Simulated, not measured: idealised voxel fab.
The document below concerns the process module designated voxel trench capacitor.
Each square cell in cross-section cut measures 5 nm, and the section as a whole is 300 nm wide.
Notation: cross-section as square-cell grid; stated in bands, top first, going down; one or more cell rows per band. Heads up on the band format: heights come first, top then bottom, in nm. After that it's the materials left to right, each with its width in nm. A single material flagged "throughout" fills the whole band edge to edge, and "blank" means there's empty space there. Beneath 0, the wafer as received is one material, and that level is where height counting begins. The lowest band goes on downward without a bottom; it is written like "z 0 and below". Think of "30 to 40" as a width that walks from the first number to the second as you go down the band, top row to bottom row, taking equal-sized steps from row to row. "all unchanged" for a step: no cell of the cross-section changed in that step. This entry, "Enclosed void listing", enumerates those empty regions of no fewer than 8 cells that possess no open connection to the top. Each region is reported in the form width x height at distance, the distance being taken from the left edge, with all three quantities expressed in nm. On each step's line, the part that comes after the settings is the simulator's own comment on the step. If you see "overlay nm" on a step's line and that step has a mask, it's telling you how far right of where it was planned the mask ended up; a negative number means it went left instead.
List of planned process steps
1 op RECEIVE | material Si
2 op CONFORMAL_DEP | material SiN | thk nm 10
3 op PATTERN | tone open | mask id TRENCH | material resist | width nm 30 | pitch nm 60 | thk nm 15 | overlay nm 0
4 op DIRECTIONAL_ETCH | etch materials SiN | depth nm 10
5 op DIRECTIONAL_ETCH | etch materials Si | depth nm 30
6 op STRIP | etch materials resist
7 op CONFORMAL_DEP | material HfO2 | thk nm 5
8 op CONFORMAL_DEP | material TiN | thk nm 5
9 op FILL_DEP | material W | thk nm 10
10 op CMP | height nm 10
First wafer, two in total, run as planned
Wafer at receipt (post step 1), cross-section
- z 0 and below: Si throughout
- Enclosed void listing: none
The following cross-section depicts the wafer upon completion of step 2
- z 10 to 0: SiN throughout
- Beneath the level 0, the cross-section is identical to its previous state.
The following cross-section depicts the wafer upon completion of step 3
- z 25 to 10: 45 nm resist | 30 nm blank | 30 nm resist | 30 nm blank | 30 nm resist | 30 nm blank | 30 nm resist | 30 nm blank | 45 nm resist
- Beneath the level 10, the cross-section is identical to its previous state.
The following cross-section depicts the wafer upon completion of step 4
- z 25 to 10: 45 nm resist | 30 nm blank | 30 nm resist | 30 nm blank | 30 nm resist | 30 nm blank | 30 nm resist | 30 nm blank | 45 nm resist
- z 10 to 0: 45 nm SiN | 30 nm blank | 30 nm SiN | 30 nm blank | 30 nm SiN | 30 nm blank | 30 nm SiN | 30 nm blank | 45 nm SiN
- Beneath the level 0, the cross-section is identical to its previous state.
The following cross-section depicts the wafer upon completion of step 5
- z 25 to 10: 45 nm resist | 30 nm blank | 30 nm resist | 30 nm blank | 30 nm resist | 30 nm blank | 30 nm resist | 30 nm blank | 45 nm resist
- z 10 to 0: 45 nm SiN | 30 nm blank | 30 nm SiN | 30 nm blank | 30 nm SiN | 30 nm blank | 30 nm SiN | 30 nm blank | 45 nm SiN
- z 0 to -30: 45 nm Si | 30 nm blank | 30 nm Si | 30 nm blank | 30 nm Si | 30 nm blank | 30 nm Si | 30 nm blank | 45 nm Si
- Beneath the level -30, the cross-section is identical to its previous state.
The following cross-section depicts the wafer upon completion of step 6
- z 10 to 0: 45 nm SiN | 30 nm blank | 30 nm SiN | 30 nm blank | 30 nm SiN | 30 nm blank | 30 nm SiN | 30 nm blank | 45 nm SiN
- Beneath the level 0, the cross-section is identical to its previous state.
The following cross-section depicts the wafer upon completion of step 7
- z 15 to 10: 50 nm HfO2 | 20 nm blank | 40 nm HfO2 | 20 nm blank | 40 nm HfO2 | 20 nm blank | 40 nm HfO2 | 20 nm blank | 50 nm HfO2
- z 10 to 0: 45 nm SiN | 5 nm HfO2 | 20 nm blank | 5 nm HfO2 | 30 nm SiN | 5 nm HfO2 | 20 nm blank | 5 nm HfO2 | 30 nm SiN | 5 nm HfO2 | 20 nm blank | 5 nm HfO2 | 30 nm SiN | 5 nm HfO2 | 20 nm blank | 5 nm HfO2 | 45 nm SiN
- z 0 to -25: 45 nm Si | 5 nm HfO2 | 20 nm blank | 5 nm HfO2 | 30 nm Si | 5 nm HfO2 | 20 nm blank | 5 nm HfO2 | 30 nm Si | 5 nm HfO2 | 20 nm blank | 5 nm HfO2 | 30 nm Si | 5 nm HfO2 | 20 nm blank | 5 nm HfO2 | 45 nm Si
- z -25 to -30: 45 nm Si | 30 nm HfO2 | 30 nm Si | 30 nm HfO2 | 30 nm Si | 30 nm HfO2 | 30 nm Si | 30 nm HfO2 | 45 nm Si
- Beneath the level -30, the cross-section is identical to its previous state.
The following cross-section depicts the wafer upon completion of step 8
- z 20 to 15: 55 nm TiN | 10 nm blank | 50 nm TiN | 10 nm blank | 50 nm TiN | 10 nm blank | 50 nm TiN | 10 nm blank | 55 nm TiN
- z 15 to 10: 50 nm HfO2 | 5 nm TiN | 10 nm blank | 5 nm TiN | 40 nm HfO2 | 5 nm TiN | 10 nm blank | 5 nm TiN | 40 nm HfO2 | 5 nm TiN | 10 nm blank | 5 nm TiN | 40 nm HfO2 | 5 nm TiN | 10 nm blank | 5 nm TiN | 50 nm HfO2
- z 10 to 0: 45 nm SiN | 5 nm HfO2 | 5 nm TiN | 10 nm blank | 5 nm TiN | 5 nm HfO2 | 30 nm SiN | 5 nm HfO2 | 5 nm TiN | 10 nm blank | 5 nm TiN | 5 nm HfO2 | 30 nm SiN | 5 nm HfO2 | 5 nm TiN | 10 nm blank | 5 nm TiN | 5 nm HfO2 | 30 nm SiN | 5 nm HfO2 | 5 nm TiN | 10 nm blank | 5 nm TiN | 5 nm HfO2 | 45 nm SiN
- z 0 to -20: 45 nm Si | 5 nm HfO2 | 5 nm TiN | 10 nm blank | 5 nm TiN | 5 nm HfO2 | 30 nm Si | 5 nm HfO2 | 5 nm TiN | 10 nm blank | 5 nm TiN | 5 nm HfO2 | 30 nm Si | 5 nm HfO2 | 5 nm TiN | 10 nm blank | 5 nm TiN | 5 nm HfO2 | 30 nm Si | 5 nm HfO2 | 5 nm TiN | 10 nm blank | 5 nm TiN | 5 nm HfO2 | 45 nm Si
- z -20 to -25: 45 nm Si | 5 nm HfO2 | 20 nm TiN | 5 nm HfO2 | 30 nm Si | 5 nm HfO2 | 20 nm TiN | 5 nm HfO2 | 30 nm Si | 5 nm HfO2 | 20 nm TiN | 5 nm HfO2 | 30 nm Si | 5 nm HfO2 | 20 nm TiN | 5 nm HfO2 | 45 nm Si
- Beneath the level -25, the cross-section is identical to its previous state.
The following cross-section depicts the wafer upon completion of step 9
- z 30 to 20: W throughout
- z 20 to 15: 55 nm TiN | 10 nm W | 50 nm TiN | 10 nm W | 50 nm TiN | 10 nm W | 50 nm TiN | 10 nm W | 55 nm TiN
- z 15 to 10: 50 nm HfO2 | 5 nm TiN | 10 nm W | 5 nm TiN | 40 nm HfO2 | 5 nm TiN | 10 nm W | 5 nm TiN | 40 nm HfO2 | 5 nm TiN | 10 nm W | 5 nm TiN | 40 nm HfO2 | 5 nm TiN | 10 nm W | 5 nm TiN | 50 nm HfO2
- z 10 to 0: 45 nm SiN | 5 nm HfO2 | 5 nm TiN | 10 nm W | 5 nm TiN | 5 nm HfO2 | 30 nm SiN | 5 nm HfO2 | 5 nm TiN | 10 nm W | 5 nm TiN | 5 nm HfO2 | 30 nm SiN | 5 nm HfO2 | 5 nm TiN | 10 nm W | 5 nm TiN | 5 nm HfO2 | 30 nm SiN | 5 nm HfO2 | 5 nm TiN | 10 nm W | 5 nm TiN | 5 nm HfO2 | 45 nm SiN
- z 0 to -20: 45 nm Si | 5 nm HfO2 | 5 nm TiN | 10 nm W | 5 nm TiN | 5 nm HfO2 | 30 nm Si | 5 nm HfO2 | 5 nm TiN | 10 nm W | 5 nm TiN | 5 nm HfO2 | 30 nm Si | 5 nm HfO2 | 5 nm TiN | 10 nm W | 5 nm TiN | 5 nm HfO2 | 30 nm Si | 5 nm HfO2 | 5 nm TiN | 10 nm W | 5 nm TiN | 5 nm HfO2 | 45 nm Si
- Beneath the level -20, the cross-section is identical to its previous state.
The following cross-section depicts the wafer upon completion of step 10
- z 10 to 0: 45 nm SiN | 5 nm HfO2 | 5 nm TiN | 10 nm W | 5 nm TiN | 5 nm HfO2 | 30 nm SiN | 5 nm HfO2 | 5 nm TiN | 10 nm W | 5 nm TiN | 5 nm HfO2 | 30 nm SiN | 5 nm HfO2 | 5 nm TiN | 10 nm W | 5 nm TiN | 5 nm HfO2 | 30 nm SiN | 5 nm HfO2 | 5 nm TiN | 10 nm W | 5 nm TiN | 5 nm HfO2 | 45 nm SiN
- Beneath the level 0, the cross-section is identical to its previous state.
Wafer two. Same start, same plan, one slip in execution. Same as wafer one through step 9, inclusive
At the planned end of step 10, the second wafer in cross-section: all unchanged
Run error: skipped: plan step 10 (never run)
Per the end-of-run cell counts, the second wafer holds more or fewer of some materials than the first: 44 more of HfO2; 60 more of TiN; 136 more of W
